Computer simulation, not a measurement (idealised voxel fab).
This is a process module. Its name is voxel wiring stack.
FYI the section here is cut, 185 nm wide, cells are 5 nm squares.
We lay out every cross-section as a grid of square cells and spell it out in bands from the top down, where one band means one or more rows of cells.
Top height, bottom height, nm. Materials left to right, width each, nm. Single material + "edge to edge" = fills band edge to edge. "air" = empty.
Measure heights from 0. That's the level where, below it, the as-received wafer is all one material. The lowest band is bottomless and extends downward; write it as in "0 -> down".
Graded width ("30->40"): value in top row of band = first number; value in bottom row = second number; row-to-row change constant.
"no change" -> step changed no cross-section cell.
"Closed empty spaces": sealed empty spaces, 8 cells or more, no open way to top, listed width x height at distance, with distance from the left edge and width, height and distance in nm.
Text after the settings on a step's line: the simulator's own remark on that step.
A step's line can hold "overlay nm"; with a mask on that step, the setting says how far right of the planned place the mask lay, while a negative setting says it lay to the left.

Listed below are the process steps as planned:
1: RECEIVE,material Si
2: CONFORMAL_DEP,material SiO2,thk nm 10
3: CONFORMAL_DEP,material SiCN,thk nm 5
4: DIRECTIONAL_DEP,material SiO2,thk nm 20
5: PATTERN,tone open,mask id METAL_1,material resist,width nm 25,pitch nm 40,thk nm 15,overlay nm 0
6: DIRECTIONAL_ETCH,etch materials SiO2,depth nm 20
7: DIRECTIONAL_ETCH,etch materials SiCN,depth nm 5
8: STRIP,etch materials resist
9: CONFORMAL_DEP,material TiN,thk nm 5
10: FILL_DEP,material Cu,thk nm 5
11: CMP,height nm 35
12: CONFORMAL_DEP,material SiCN,thk nm 5
13: DIRECTIONAL_DEP,material SiO2,thk nm 30
14: MASKED_ETCH,tone open,mask id METAL_2_HOLES,width nm 15,pitch nm 80,etch materials SiO2,depth nm 30,overlay nm 0
15: MASKED_ETCH,tone open,mask id METAL_2,width nm 25,pitch nm 40,etch materials SiO2,depth nm 20,overlay nm 0
16: MASKED_ETCH,tone open,mask id METAL_2,width nm 25,pitch nm 40,etch materials SiCN,depth nm 5,overlay nm 0
17: CONFORMAL_DEP,material TiN,thk nm 5
18: FILL_DEP,material Cu,thk nm 10
19: CMP,height nm 70
20: CONFORMAL_DEP,material SiN,thk nm 5

First wafer, two in total, run as planned:

This is the cross-section of the wafer as we received it, i.e. after step 1:
* 0 -> down  Si edge to edge
* Closed empty spaces: none

Wafer after step 2 (cross-section):
* 10 -> 0  SiO2 edge to edge
* Heights below 0 show no change.

Wafer after step 3 (cross-section):
* 15 -> 10  SiCN edge to edge
* Heights below 10 show no change.

Wafer after step 4 (cross-section):
* 35 -> 15  SiO2 edge to edge
* Heights below 15 show no change.

Wafer after step 5 (cross-section):
* 50 -> 35  resist: 20, air: 25, resist: 15, air: 25, resist: 15, air: 25, resist: 15, air: 25, resist: 20
* Heights below 35 show no change.

Wafer after step 6 (cross-section):
* 50 -> 35  resist: 20, air: 25, resist: 15, air: 25, resist: 15, air: 25, resist: 15, air: 25, resist: 20
* 35 -> 15  SiO2: 20, air: 25, SiO2: 15, air: 25, SiO2: 15, air: 25, SiO2: 15, air: 25, SiO2: 20
* Heights below 15 show no change.

Wafer after step 7 (cross-section):
* 50 -> 35  resist: 20, air: 25, resist: 15, air: 25, resist: 15, air: 25, resist: 15, air: 25, resist: 20
* 35 -> 15  SiO2: 20, air: 25, SiO2: 15, air: 25, SiO2: 15, air: 25, SiO2: 15, air: 25, SiO2: 20
* 15 -> 10  SiCN: 20, air: 25, SiCN: 15, air: 25, SiCN: 15, air: 25, SiCN: 15, air: 25, SiCN: 20
* Heights below 10 show no change.

Wafer after step 8 (cross-section):
* 35 -> 15  SiO2: 20, air: 25, SiO2: 15, air: 25, SiO2: 15, air: 25, SiO2: 15, air: 25, SiO2: 20
* Heights below 15 show no change.

Wafer after step 9 (cross-section):
* 40 -> 35  TiN: 25, air: 15, TiN: 25, air: 15, TiN: 25, air: 15, TiN: 25, air: 15, TiN: 25
* 35 -> 15  SiO2: 20, TiN: 5, air: 15, TiN: 5, SiO2: 15, TiN: 5, air: 15, TiN: 5, SiO2: 15, TiN: 5, air: 15, TiN: 5, SiO2: 15, TiN: 5, air: 15, TiN: 5, SiO2: 20
* 15 -> 10  SiCN: 20, TiN: 25, SiCN: 15, TiN: 25, SiCN: 15, TiN: 25, SiCN: 15, TiN: 25, SiCN: 20
* Heights below 10 show no change.

Wafer after step 10 (cross-section):
* 45 -> 40  Cu edge to edge
* 40 -> 35  TiN: 25, Cu: 15, TiN: 25, Cu: 15, TiN: 25, Cu: 15, TiN: 25, Cu: 15, TiN: 25
* 35 -> 15  SiO2: 20, TiN: 5, Cu: 15, TiN: 5, SiO2: 15, TiN: 5, Cu: 15, TiN: 5, SiO2: 15, TiN: 5, Cu: 15, TiN: 5, SiO2: 15, TiN: 5, Cu: 15, TiN: 5, SiO2: 20
* Heights below 15 show no change.

Wafer after step 11 (cross-section):
* 35 -> 15  SiO2: 20, TiN: 5, Cu: 15, TiN: 5, SiO2: 15, TiN: 5, Cu: 15, TiN: 5, SiO2: 15, TiN: 5, Cu: 15, TiN: 5, SiO2: 15, TiN: 5, Cu: 15, TiN: 5, SiO2: 20
* Heights below 15 show no change.

Wafer after step 12 (cross-section):
* 40 -> 35  SiCN edge to edge
* Heights below 35 show no change.

Wafer after step 13 (cross-section):
* 70 -> 40  SiO2 edge to edge
* Heights below 40 show no change.

Wafer after step 14 (cross-section):
* 70 -> 40  SiO2: 20, air: 15, SiO2: 65, air: 15, SiO2: 70
* Heights below 40 show no change.

Wafer after step 15 (cross-section):
* 70 -> 50  SiO2: 20, air: 25, SiO2: 15, air: 25, SiO2: 15, air: 25, SiO2: 15, air: 25, SiO2: 20
* Heights below 50 show no change.

Wafer after step 16 (cross-section):
* 70 -> 50  SiO2: 20, air: 25, SiO2: 15, air: 25, SiO2: 15, air: 25, SiO2: 15, air: 25, SiO2: 20
* 50 -> 40  SiO2: 20, air: 15, SiO2: 65, air: 15, SiO2: 70
* 40 -> 35  SiCN: 20, air: 15, SiCN: 65, air: 15, SiCN: 70
* Heights below 35 show no change.

Wafer after step 17 (cross-section):
* 75 -> 70  TiN: 25, air: 15, TiN: 25, air: 15, TiN: 25, air: 15, TiN: 25, air: 15, TiN: 25
* 70 -> 55  SiO2: 20, TiN: 5, air: 15, TiN: 5, SiO2: 15, TiN: 5, air: 15, TiN: 5, SiO2: 15, TiN: 5, air: 15, TiN: 5, SiO2: 15, TiN: 5, air: 15, TiN: 5, SiO2: 20
* 55 -> 50  SiO2: 20, TiN: 5, air: 5, TiN: 15, SiO2: 15, TiN: 25, SiO2: 15, TiN: 5, air: 5, TiN: 15, SiO2: 15, TiN: 25, SiO2: 20
* 50 -> 40  SiO2: 20, TiN: 5, air: 5, TiN: 5, SiO2: 65, TiN: 5, air: 5, TiN: 5, SiO2: 70
* 40 -> 35  SiCN: 20, TiN: 15, SiCN: 65, TiN: 15, SiCN: 70
* Heights below 35 show no change.

Wafer after step 18 (cross-section):
* 85 -> 75  Cu edge to edge
* 75 -> 70  TiN: 25, Cu: 15, TiN: 25, Cu: 15, TiN: 25, Cu: 15, TiN: 25, Cu: 15, TiN: 25
* 70 -> 55  SiO2: 20, TiN: 5, Cu: 15, TiN: 5, SiO2: 15, TiN: 5, Cu: 15, TiN: 5, SiO2: 15, TiN: 5, Cu: 15, TiN: 5, SiO2: 15, TiN: 5, Cu: 15, TiN: 5, SiO2: 20
* 55 -> 50  SiO2: 20, TiN: 5, Cu: 5, TiN: 15, SiO2: 15, TiN: 25, SiO2: 15, TiN: 5, Cu: 5, TiN: 15, SiO2: 15, TiN: 25, SiO2: 20
* 50 -> 40  SiO2: 20, TiN: 5, Cu: 5, TiN: 5, SiO2: 65, TiN: 5, Cu: 5, TiN: 5, SiO2: 70
* Heights below 40 show no change.

Wafer after step 19 (cross-section):
* 70 -> 55  SiO2: 20, TiN: 5, Cu: 15, TiN: 5, SiO2: 15, TiN: 5, Cu: 15, TiN: 5, SiO2: 15, TiN: 5, Cu: 15, TiN: 5, SiO2: 15, TiN: 5, Cu: 15, TiN: 5, SiO2: 20
* Heights below 55 show no change.

Wafer after step 20 (cross-section):
* 75 -> 70  SiN edge to edge
* Heights below 70 show no change.

Second wafer - shared start and plan with the first - one error in running - same as the first up to step 12 inclusive:

The second wafer in cross-section, at the planned close of step 13:
* 100 -> 40  SiO2 edge to edge
* Heights below 40 show no change.

The second wafer in cross-section, at the planned close of step 14:
* 100 -> 70  SiO2: 20, air: 15, SiO2: 65, air: 15, SiO2: 70
* Heights below 70 show no change.

The second wafer in cross-section, at the planned close of step 15:
* 100 -> 80  SiO2: 20, air: 25, SiO2: 15, air: 25, SiO2: 15, air: 25, SiO2: 15, air: 25, SiO2: 20
* 80 -> 50  SiO2: 20, air: 15, SiO2: 65, air: 15, SiO2: 70
* Heights below 50 show no change.

The second wafer in cross-section, at the planned close of step 16: no change

The second wafer in cross-section, at the planned close of step 17:
* 105 -> 100  TiN: 25, air: 15, TiN: 25, air: 15, TiN: 25, air: 15, TiN: 25, air: 15, TiN: 25
* 100 -> 85  SiO2: 20, TiN: 5, air: 15, TiN: 5, SiO2: 15, TiN: 5, air: 15, TiN: 5, SiO2: 15, TiN: 5, air: 15, TiN: 5, SiO2: 15, TiN: 5, air: 15, TiN: 5, SiO2: 20
* 85 -> 80  SiO2: 20, TiN: 5, air: 5, TiN: 15, SiO2: 15, TiN: 25, SiO2: 15, TiN: 5, air: 5, TiN: 15, SiO2: 15, TiN: 25, SiO2: 20
* 80 -> 55  SiO2: 20, TiN: 5, air: 5, TiN: 5, SiO2: 65, TiN: 5, air: 5, TiN: 5, SiO2: 70
* 55 -> 50  SiO2: 20, TiN: 15, SiO2: 65, TiN: 15, SiO2: 70
* Heights below 50 show no change.

The second wafer in cross-section, at the planned close of step 18:
* 115 -> 105  Cu edge to edge
* 105 -> 100  TiN: 25, Cu: 15, TiN: 25, Cu: 15, TiN: 25, Cu: 15, TiN: 25, Cu: 15, TiN: 25
* 100 -> 85  SiO2: 20, TiN: 5, Cu: 15, TiN: 5, SiO2: 15, TiN: 5, Cu: 15, TiN: 5, SiO2: 15, TiN: 5, Cu: 15, TiN: 5, SiO2: 15, TiN: 5, Cu: 15, TiN: 5, SiO2: 20
* 85 -> 80  SiO2: 20, TiN: 5, Cu: 5, TiN: 15, SiO2: 15, TiN: 25, SiO2: 15, TiN: 5, Cu: 5, TiN: 15, SiO2: 15, TiN: 25, SiO2: 20
* 80 -> 55  SiO2: 20, TiN: 5, Cu: 5, TiN: 5, SiO2: 65, TiN: 5, Cu: 5, TiN: 5, SiO2: 70
* Heights below 55 show no change.

The second wafer in cross-section, at the planned close of step 19:
* 70 -> 55  SiO2: 20, TiN: 5, Cu: 5, TiN: 5, SiO2: 65, TiN: 5, Cu: 5, TiN: 5, SiO2: 70
* Heights below 55 show no change.

The second wafer in cross-section, at the planned close of step 20:
* 75 -> 70  SiN edge to edge
* Heights below 70 show no change.
So what did we get wrong on this run? step 13 in the plan was executed twice
The final cell counts differ between the wafers, with the second having more or fewer of some materials than the first: -36 Cu, +6 SiCN, +68 SiO2, -38 TiN
